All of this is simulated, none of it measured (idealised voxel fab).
The process module that follows is named voxel wiring stack.
Cross-sectional view cut (width: 275 nm; square cell size: 5 nm).
Cross-section, as written here: a square-cell grid given band by band from the top down, where a band holds one or more rows of cells.
The entry gives the band's vertical extent as a top height and a bottom height in nm, then its horizontal make-up as materials from left to right, each with a width in nm. "empty" stands for empty space; a single material marked "edge to edge" fills the band edge to edge.
Counting heights begins at 0, where everything beneath is, in the wafer as received, one material. The lowest band has no bottom; it goes on downwards, as "0 down" shows.
When a width is written as two numbers, as in "30 to 40", the first number is the width in the top row of cells of the band and the second is the width in its bottom row, and the width changes by the same amount from each row to the next.
Given "no modification" for a step, no cell of the cross-section differs between before and after that step.
Entry "Sealed internal cavities" = empty spaces >= 8 cells with no open way to the top; each as width x height at distance, distance from left edge, all nm.
On each step's line, the part that comes after the settings is the simulator's own comment on the step.
overlay nm: for a step with a mask, the amount by which the mask lay right of where it was planned; a negative amount means left of it.
-- plan
1,RECEIVE: material Si
2,CONFORMAL_DEP: material SiO2, thk nm 10
3,DIRECTIONAL_DEP: material TiN, thk nm 5
4,DIRECTIONAL_DEP: material W, thk nm 15
5,DIRECTIONAL_DEP: material aC, thk nm 15
6,PATTERN: tone cover, mask id METAL_1, material resist, width nm 30, pitch nm 55, thk nm 30, overlay nm 0
7,DIRECTIONAL_ETCH: etch materials aC, depth nm 15
8,STRIP: etch materials resist
9,DIRECTIONAL_ETCH: etch materials W, depth nm 15
10,DIRECTIONAL_ETCH: etch materials TiN, depth nm 5
11,STRIP: etch materials aC
12,CONFORMAL_DEP: material SiCN, thk nm 5
13,FILL_DEP: material SiO2, thk nm 10
14,CMP: height nm 30
15,CONFORMAL_DEP: material SiCN, thk nm 5
16,DIRECTIONAL_DEP: material SiO2, thk nm 20
17,PATTERN: tone open, mask id PLUG_1, material resist, width nm 15, pitch nm 55, thk nm 20, overlay nm 0
18,DIRECTIONAL_ETCH: etch materials SiO2, depth nm 20
19,DIRECTIONAL_ETCH: etch materials SiCN, depth nm 5
20,STRIP: etch materials resist
21,EPI: material Ru, thk nm 10
22,EPI: material Ru, thk nm 10
23,EPI: material Ru, thk nm 5
24,DIRECTIONAL_DEP: material TiN, thk nm 5
25,DIRECTIONAL_DEP: material Ru, thk nm 25
26,DIRECTIONAL_DEP: material aC, thk nm 15
27,PATTERN: tone cover, mask id METAL_2, material resist, width nm 30, pitch nm 55, thk nm 35, overlay nm 0
28,DIRECTIONAL_ETCH: etch materials aC, depth nm 15
29,STRIP: etch materials resist
30,DIRECTIONAL_ETCH: etch materials Ru, depth nm 25
31,DIRECTIONAL_ETCH: etch materials TiN, depth nm 5
32,STRIP: etch materials aC
33,FILL_DEP: material lowk, thk nm 5
34,CMP: height nm 85
35,CONFORMAL_DEP: material SiCN, thk nm 5
36,DIRECTIONAL_DEP: material lowk, thk nm 20
37,PATTERN: tone open, mask id PLUG_2, material resist, width nm 15, pitch nm 110, thk nm 20, overlay nm 0
38,DIRECTIONAL_ETCH: etch materials lowk, depth nm 20
39,DIRECTIONAL_ETCH: etch materials SiCN, depth nm 5
40,STRIP: etch materials resist
41,CONFORMAL_DEP: material TiN, thk nm 5
42,FILL_DEP: material Ru, thk nm 10
43,CMP: height nm 110
44,DIRECTIONAL_DEP: material TiN, thk nm 5
45,DIRECTIONAL_DEP: material Ru, thk nm 15
46,PATTERN: tone cover, mask id METAL_3, material resist, width nm 30, pitch nm 55, thk nm 20, overlay nm 0
47,DIRECTIONAL_ETCH: etch materials Ru, depth nm 15
48,DIRECTIONAL_ETCH: etch materials TiN, depth nm 5
49,STRIP: etch materials resist
50,CONFORMAL_DEP: material SiN, thk nm 5
51,FILL_DEP: material lowk, thk nm 10
52,CMP: height nm 130
53,CONFORMAL_DEP: material SiCN, thk nm 5
54,DIRECTIONAL_DEP: material SiO2, thk nm 30
55,MASKED_ETCH: tone open, mask id METAL_4, width nm 30, pitch nm 55, etch materials SiO2, depth nm 20, overlay nm 0
56,MASKED_ETCH: tone open, mask id METAL_4_HOLES, width nm 15, pitch nm 55, etch materials SiO2, depth nm 10, overlay nm 0
57,MASKED_ETCH: tone open, mask id METAL_4_HOLES, width nm 15, pitch nm 55, etch materials SiCN, depth nm 5, overlay nm 0
58,CONFORMAL_DEP: material TiN, thk nm 5
59,FILL_DEP: material Cu, thk nm 5
60,CMP: height nm 165
61,CONFORMAL_DEP: material SiCN, thk nm 5
-- The cross-section here shows the wafer as received, i.e. in its state after step 1
    0 down | Si edge to edge
    Sealed internal cavities: none
-- The first of two wafers, cross-sectioned at the end of the module, with the run proceeding as planned
    170 to 165 | SiCN edge to edge
    165 to 150 | SiO2 (65)  TiN (5)  Cu (20)  TiN (5)  SiO2 (25)  TiN (5)  Cu (20)  TiN (5)  SiO2 (25)  TiN (5)  Cu (20)  TiN (5)  SiO2 (70)
    150 to 145 | SiO2 (65)  TiN (5)  Cu (5)  TiN (20)  SiO2 (25)  TiN (5)  Cu (5)  TiN (20)  SiO2 (25)  TiN (5)  Cu (5)  TiN (20)  SiO2 (70)
    145 to 135 | SiO2 (65)  TiN (5)  Cu (5)  TiN (5)  SiO2 (40)  TiN (5)  Cu (5)  TiN (5)  SiO2 (40)  TiN (5)  Cu (5)  TiN (5)  SiO2 (85)
    135 to 130 | SiCN (65)  TiN (15)  SiCN (40)  TiN (15)  SiCN (40)  TiN (15)  SiCN (85)
    130 to 115 | lowk (60)  SiN (5)  Ru (30)  SiN (5)  lowk (15)  SiN (5)  Ru (30)  SiN (5)  lowk (15)  SiN (5)  Ru (30)  SiN (5)  lowk (65)
    115 to 110 | SiN (65)  TiN (30)  SiN (25)  TiN (30)  SiN (25)  TiN (30)  SiN (70)
    110 to 90 | lowk (65)  TiN (5)  Ru (5)  TiN (5)  lowk (95)  TiN (5)  Ru (5)  TiN (5)  lowk (85)
    90 to 85 | SiCN (65)  TiN (15)  SiCN (95)  TiN (15)  SiCN (85)
    85 to 60 | lowk (65)  Ru (30)  lowk (25)  Ru (30)  lowk (25)  Ru (30)  lowk (70)
    60 to 55 | lowk (65)  TiN (30)  lowk (25)  TiN (30)  lowk (25)  TiN (30)  lowk (70)
    55 to 35 | SiO2 (65)  Ru (15)  SiO2 (40)  Ru (15)  SiO2 (40)  Ru (15)  SiO2 (85)
    35 to 30 | SiCN (65)  Ru (15)  SiCN (40)  Ru (15)  SiCN (40)  Ru (15)  SiCN (85)
    30 to 15 | SiO2 (60)  SiCN (5)  W (30)  SiCN (5)  SiO2 (15)  SiCN (5)  W (30)  SiCN (5)  SiO2 (15)  SiCN (5)  W (30)  SiCN (5)  SiO2 (65)
    15 to 10 | SiCN (65)  TiN (30)  SiCN (25)  TiN (30)  SiCN (25)  TiN (30)  SiCN (70)
    10 to 0 | SiO2 edge to edge
    0 down | Si edge to edge
    Sealed internal cavities: none
-- Cross-sectional image of the second wafer of the two following completion of the module. Starting state and process plan were the same as for the first wafer; one execution error occurred
    170 to 165 | SiCN edge to edge
    165 to 155 | SiO2 (65)  TiN (5)  Cu (20)  TiN (5)  SiO2 (25)  TiN (5)  Cu (20)  TiN (5)  SiO2 (25)  TiN (5)  Cu (20)  TiN (5)  SiO2 (70)
    155 to 150 | SiO2 (65)  TiN (5)  Cu (5)  TiN (20)  SiO2 (25)  TiN (5)  Cu (5)  TiN (20)  SiO2 (25)  TiN (5)  Cu (5)  TiN (20)  SiO2 (70)
    150 to 140 | SiO2 (65)  TiN (5)  Cu (5)  TiN (5)  SiO2 (40)  TiN (5)  Cu (5)  TiN (5)  SiO2 (40)  TiN (5)  Cu (5)  TiN (5)  SiO2 (85)
    140 to 135 | SiCN (65)  TiN (15)  SiCN (40)  TiN (15)  SiCN (40)  TiN (15)  SiCN (85)
    135 to 130 | lowk (60)  SiN (40)  lowk (15)  SiN (40)  lowk (15)  SiN (40)  lowk (65)
    130 to 115 | lowk (60)  SiN (5)  Ru (30)  SiN (5)  lowk (15)  SiN (5)  Ru (30)  SiN (5)  lowk (15)  SiN (5)  Ru (30)  SiN (5)  lowk (65)
    115 to 110 | SiN (65)  TiN (30)  SiN (25)  TiN (30)  SiN (25)  TiN (30)  SiN (70)
    110 to 90 | lowk (65)  TiN (5)  Ru (5)  TiN (5)  lowk (95)  TiN (5)  Ru (5)  TiN (5)  lowk (85)
    90 to 85 | SiCN (65)  TiN (15)  SiCN (95)  TiN (15)  SiCN (85)
    85 to 60 | lowk (65)  Ru (30)  lowk (25)  Ru (30)  lowk (25)  Ru (30)  lowk (70)
    60 to 55 | lowk (65)  TiN (30)  lowk (25)  TiN (30)  lowk (25)  TiN (30)  lowk (70)
    55 to 35 | SiO2 (65)  Ru (15)  SiO2 (40)  Ru (15)  SiO2 (40)  Ru (15)  SiO2 (85)
    35 to 30 | SiCN (65)  Ru (15)  SiCN (40)  Ru (15)  SiCN (40)  Ru (15)  SiCN (85)
    30 to 15 | SiO2 (60)  SiCN (5)  W (30)  SiCN (5)  SiO2 (15)  SiCN (5)  W (30)  SiCN (5)  SiO2 (15)  SiCN (5)  W (30)  SiCN (5)  SiO2 (65)
    15 to 10 | SiCN (65)  TiN (30)  SiCN (25)  TiN (30)  SiCN (25)  TiN (30)  SiCN (70)
    10 to 0 | SiO2 edge to edge
    0 down | Si edge to edge
    Sealed internal cavities: none
what went wrong: step 52 was not run as planned; what actually ran was CMP: height nm 135
Upon completion, the second wafer contains, in terms of cells, a greater or smaller amount of certain materials than the first wafer: Cu -12, SiN +24, SiO2 -37, TiN -6, lowk +31
